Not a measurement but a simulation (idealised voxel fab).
The name of this process module is voxel capacitor over wiring.
Each square cell in cross-section cut measures 5 nm, and the section as a whole is 155 nm wide.
When this document writes out a cross-section, it uses a grid of square cells and lists it as bands, beginning at the top and moving down, with a band standing for one or more rows of cells. Look at the band entry: it leads with the top's height and the bottom's height in nm. Then it lists the materials left to right, with a width in nm for each. The word "everywhere" on a single material says that material fills the band edge to edge. The word "blank" is empty space. We count height from 0. Below that, the starting wafer is all one material. The lowest band never ends at the bottom but goes on down; see "from 0 down" for how that is written. Think of "30..40" as a width that walks from the first number to the second as you go down the band, top row to bottom row, taking equal-sized steps from row to row. Step note "no modifications" = no cross-section cell changed. Look at "Enclosed empty spaces" for the closed voids: empty spaces with no open path to the top, sized 8 cells or up. Each is width x height at distance, distance from the left edge, all nm. That trailing text on a step's line, after the settings, is the simulator's own remark on the step. Among the settings permitted on a step's line is "overlay nm"; applied to a step with a mask, it specifies the extent to which the mask lay to the right of its planned position, whereas a negative figure signifies a position to the left.
# Below is the list of planned process steps
1: RECEIVE | material Si
2: CONFORMAL_DEP | material SiO2 | thk nm 15
3: DIRECTIONAL_DEP | material TiN | thk nm 5
4: DIRECTIONAL_DEP | material Ru | thk nm 15
5: MASKED_ETCH | tone cover | mask id METAL_1 | width nm 25 | pitch nm 85 | etch materials Ru | depth nm 15 | overlay nm 0
6: MASKED_ETCH | tone cover | mask id METAL_1 | width nm 25 | pitch nm 85 | etch materials TiN | depth nm 5 | overlay nm 0
7: CONFORMAL_DEP | material SiN | thk nm 5
8: FILL_DEP | material SiO2 | thk nm 5
9: CMP | height nm 35
10: CONFORMAL_DEP | material SiCN | thk nm 5
11: DIRECTIONAL_DEP | material lowk | thk nm 20
12: MASKED_ETCH | tone open | mask id PLUG_1 | width nm 15 | etch materials lowk | depth nm 20 | overlay nm 0
13: MASKED_ETCH | tone open | mask id PLUG_1 | width nm 15 | etch materials SiCN | depth nm 5 | overlay nm 0
14: EPI | material Ru | thk nm 10
15: EPI | material Ru | thk nm 10
16: EPI | material Ru | thk nm 5
17: DIRECTIONAL_DEP | material TiN | thk nm 5
18: DIRECTIONAL_DEP | material SiN | thk nm 5
19: DIRECTIONAL_DEP | material TiN | thk nm 5
20: MASKED_ETCH | tone cover | mask id UPPER_PLATE | width nm 65 | etch materials TiN | depth nm 5 | overlay nm 0
21: MASKED_ETCH | tone cover | mask id UPPER_PLATE | width nm 65 | etch materials SiN | depth nm 5 | overlay nm 0
22: PATTERN | tone cover | mask id LOWER_PLATE | material resist | width nm 75 | thk nm 20 | overlay nm 0
23: DIRECTIONAL_ETCH | etch materials TiN | depth nm 5
24: STRIP | etch materials resist
25: FILL_DEP | material SiO2 | thk nm 20
26: CMP | height nm 90
27: PATTERN | tone open | mask id PLUG_2 | material resist | width nm 15 | thk nm 20 | overlay nm -15
28: DIRECTIONAL_ETCH | etch materials SiO2 | depth nm 15
29: STRIP | etch materials resist
30: CONFORMAL_DEP | material TiN | thk nm 5
31: FILL_DEP | material W | thk nm 10
32: CMP | height nm 90
33: CONFORMAL_DEP | material SiN | thk nm 5
Be aware that, although all wafers share a common starting state, the overlay nm at step 27 differs among them, and the plan displays the first wafer's value.
# After step 1, as received: first of several wafers, cross-section
  from 0 down | Si everywhere
  Enclosed empty spaces: none
# First of several wafers, sectioned at end of module (last step: step 33)
  from 95 to 90 | SiN everywhere
  from 90 to 80 | SiO2 25 nm; TiN 5 nm; W 5 nm; TiN 5 nm; SiO2 115 nm
  from 80 to 70 | SiO2 25..30 nm; TiN 15..65 nm; SiO2 115..60 nm
  from 70 to 65 | SiO2 30 nm; SiN 65 nm; SiO2 60 nm
  from 65 to 60 | SiO2 25 nm; TiN 75 nm; SiO2 55 nm
  from 60 to 40 | lowk 30 nm; Ru 15 nm; lowk 110 nm
  from 40 to 35 | SiCN 30 nm; Ru 15 nm; SiCN 110 nm
  from 35 to 20 | SiO2 15 nm; SiN 5 nm; Ru 25 nm; SiN 5 nm; SiO2 50 nm; SiN 5 nm; Ru 25 nm; SiN 5 nm; SiO2 20 nm
  from 20 to 15 | SiN 20 nm; TiN 25 nm; SiN 60 nm; TiN 25 nm; SiN 25 nm
  from 15 to 0 | SiO2 everywhere
  from 0 down | Si everywhere
  Enclosed empty spaces: none
# Here's the last wafer cross-sectioned at the end of the module
  from 95 to 90 | SiN everywhere
  from 90 to 80 | SiO2 55 nm; TiN 5 nm; W 5 nm; TiN 5 nm; SiO2 85 nm
  from 80 to 70 | SiO2 55..30 nm; TiN 15..65 nm; SiO2 85..60 nm
  from 70 to 65 | SiO2 30 nm; SiN 65 nm; SiO2 60 nm
  from 65 to 60 | SiO2 25 nm; TiN 75 nm; SiO2 55 nm
  from 60 to 40 | lowk 30 nm; Ru 15 nm; lowk 110 nm
  from 40 to 35 | SiCN 30 nm; Ru 15 nm; SiCN 110 nm
  from 35 to 20 | SiO2 15 nm; SiN 5 nm; Ru 25 nm; SiN 5 nm; SiO2 50 nm; SiN 5 nm; Ru 25 nm; SiN 5 nm; SiO2 20 nm
  from 20 to 15 | SiN 20 nm; TiN 25 nm; SiN 60 nm; TiN 25 nm; SiN 25 nm
  from 15 to 0 | SiO2 everywhere
  from 0 down | Si everywhere
  Enclosed empty spaces: none
# wafer rows; end of module; cells per material since receipt: (+) gained, (-) lost; then closed voids
overlay nm -15, +45 Ru, +28 SiCN, +77 SiN, +280 SiO2, +45 TiN, +2 W, +112 lowk, Enclosed empty spaces: none
overlay nm -10, +45 Ru, +28 SiCN, +77 SiN, +280 SiO2, +45 TiN, +2 W, +112 lowk, Enclosed empty spaces: none
overlay nm -5, +45 Ru, +28 SiCN, +77 SiN, +280 SiO2, +45 TiN, +2 W, +112 lowk, Enclosed empty spaces: none
overlay nm 0, +45 Ru, +28 SiCN, +77 SiN, +280 SiO2, +45 TiN, +2 W, +112 lowk, Enclosed empty spaces: none
overlay nm 5, +45 Ru, +28 SiCN, +77 SiN, +280 SiO2, +45 TiN, +2 W, +112 lowk, Enclosed empty spaces: none
overlay nm 10, +45 Ru, +28 SiCN, +77 SiN, +280 SiO2, +45 TiN, +2 W, +112 lowk, Enclosed empty spaces: none
overlay nm 15, +45 Ru, +28 SiCN, +77 SiN, +280 SiO2, +45 TiN, +2 W, +112 lowk, Enclosed empty spaces: none
